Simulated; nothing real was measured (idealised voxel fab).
The process module presented herein is designated voxel self aligned vias.
This is section cut - it's 285 nm across, gridded in 5 nm square cells.
A cross-section is a grid of square cells, given in bands from the top down. A band is one or more rows of cells.
It is stipulated that each band's entry specify, in nanometres, the height of the top of the band and then that of its bottom, followed by the materials of the band in left-to-right sequence, each together with its width in nanometres. A single material marked by the word "all across" is understood to fill the band from edge to edge; the word "empty" is understood to denote empty space.
For the purposes of this specification, 0 denotes the height below which the wafer in its as-received condition is composed wholly of one material, and the lowermost band, lacking a lower limit, extends downward without end, as expressed in "0..down".
You'd read "30 to 40" like this: the band's top row of cells is as wide as the first number, its bottom row is as wide as the second, and going down, every row changes width by the same amount as the row before did.
Any step labelled "left unchanged" changed none of the cells in the cross-section.
Entry "Sealed void list" = empty spaces >= 8 cells with no open way to the top; each as width x height at distance, distance from left edge, all nm.
Formally, on a step line, whatever follows the settings is a remark that the simulator itself makes on the step.
overlay nm: how far to the right of its planned place the mask lay on this masked step (negative: to the left).

# The planned process steps are enumerated hereunder
1,RECEIVE [material Si]
2,CONFORMAL_DEP [material SiO2] [thk nm 10]
3,CONFORMAL_DEP [material SiCN] [thk nm 5]
4,DIRECTIONAL_DEP [material SiO2] [thk nm 30]
5,DIRECTIONAL_DEP [material aC] [thk nm 10]
6,PATTERN [tone open] [mask id LINES] [material resist] [width nm 15] [pitch nm 60] [thk nm 25] [overlay nm 0]
7,DIRECTIONAL_ETCH [etch materials aC] [depth nm 10]
8,STRIP [etch materials resist]
9,DIRECTIONAL_ETCH [etch materials SiO2] [depth nm 30]
10,STRIP [etch materials aC]
11,CONFORMAL_DEP [material TiN] [thk nm 5]
12,FILL_DEP [material Ru] [thk nm 10]
13,CMP [height nm 45]
14,SELECTIVE_ETCH [etch materials W Ru TiN] [depth nm 10]
15,FILL_DEP [material SiN] [thk nm 10]
16,CMP [height nm 45]
17,DIRECTIONAL_DEP [material SiO2] [thk nm 20]
18,DIRECTIONAL_DEP [material aC] [thk nm 10]
19,PATTERN [tone open] [mask id VIAS] [material resist] [width nm 45] [pitch nm 60] [thk nm 30] [overlay nm 0]
20,DIRECTIONAL_ETCH [etch materials aC] [depth nm 10]
21,STRIP [etch materials resist]
22,DIRECTIONAL_ETCH [etch materials SiO2] [depth nm 20]
23,DIRECTIONAL_ETCH [etch materials SiN] [depth nm 10]
24,STRIP [etch materials aC]
25,CONFORMAL_DEP [material TiN] [thk nm 5]
26,FILL_DEP [material Cu] [thk nm 5]
27,CMP [height nm 65]
28,CONFORMAL_DEP [material SiN] [thk nm 5]
Wafers differ in width nm at step 6; plan lists the first wafer's value; identical starting state.

# First of several wafers, received after step 1, in cross-section
    0..down: Si all across
    Sealed void list: none

# Post step 28, the closing step of the module: first of several wafers, cross-sectioned
    70..65: SiN all across
    65..50: SiO2=60; TiN=5; Cu=35; TiN=5; SiO2=15; TiN=5; Cu=35; TiN=5; SiO2=15; TiN=5; Cu=35; TiN=5; SiO2=60
    50..40: SiO2=60 to 75; TiN=20 to 5; Cu=5; TiN=20 to 5; SiO2=15 to 45; TiN=20 to 5; Cu=5; TiN=20 to 5; SiO2=15 to 45; TiN=20 to 5; Cu=5; TiN=20 to 5; SiO2=60 to 75
    40..35: SiO2=75; TiN=15; SiO2=45; TiN=15; SiO2=45; TiN=15; SiO2=75
    35..20: SiO2=75; TiN=5; Ru=5; TiN=5; SiO2=45; TiN=5; Ru=5; TiN=5; SiO2=45; TiN=5; Ru=5; TiN=5; SiO2=75
    20..15: SiO2=75; TiN=15; SiO2=45; TiN=15; SiO2=45; TiN=15; SiO2=75
    15..10: SiCN all across
    10..0: SiO2 all across
    0..down: Si all across
    Sealed void list: none

# Cross-sectional view of the final wafer of several at the module's end
    70..65: SiN all across
    65..50: SiO2=60; TiN=5; Cu=35; TiN=5; SiO2=15; TiN=5; Cu=35; TiN=5; SiO2=15; TiN=5; Cu=35; TiN=5; SiO2=60
    50..40: SiO2=60 to 65; TiN=10 to 5; Cu=30; TiN=5; SiO2=15 to 20; TiN=10 to 5; Cu=30; TiN=5; SiO2=15 to 20; TiN=10 to 5; Cu=30; TiN=5; SiO2=60
    40..35: SiO2=65; TiN=40; SiO2=20; TiN=40; SiO2=20; TiN=40; SiO2=60
    35..20: SiO2=65; TiN=5; Ru=30; TiN=5; SiO2=20; TiN=5; Ru=30; TiN=5; SiO2=20; TiN=5; Ru=30; TiN=5; SiO2=60
    20..15: SiO2=65; TiN=40; SiO2=20; TiN=40; SiO2=20; TiN=40; SiO2=60
    15..10: SiCN all across
    10..0: SiO2 all across
    0..down: Si all across
    Sealed void list: none

# Where each wafer stands at the end of the module, a row apiece: cells of each material gained (+) or lost (-) since it was received, then closed voids
width nm 15 | +69 Cu | +9 Ru | +57 SiCN | +57 SiN | +522 SiO2 | +84 TiN | Sealed void list: none
width nm 20 | +75 Cu | +18 Ru | +57 SiCN | +57 SiN | +504 SiO2 | +87 TiN | Sealed void list: none
width nm 25 | +81 Cu | +27 Ru | +57 SiCN | +57 SiN | +486 SiO2 | +90 TiN | Sealed void list: none
width nm 30 | +87 Cu | +36 Ru | +57 SiCN | +57 SiN | +468 SiO2 | +93 TiN | Sealed void list: none
width nm 35 | +93 Cu | +45 Ru | +57 SiCN | +57 SiN | +450 SiO2 | +96 TiN | Sealed void list: none
width nm 40 | +99 Cu | +54 Ru | +57 SiCN | +57 SiN | +432 SiO2 | +99 TiN | Sealed void list: none
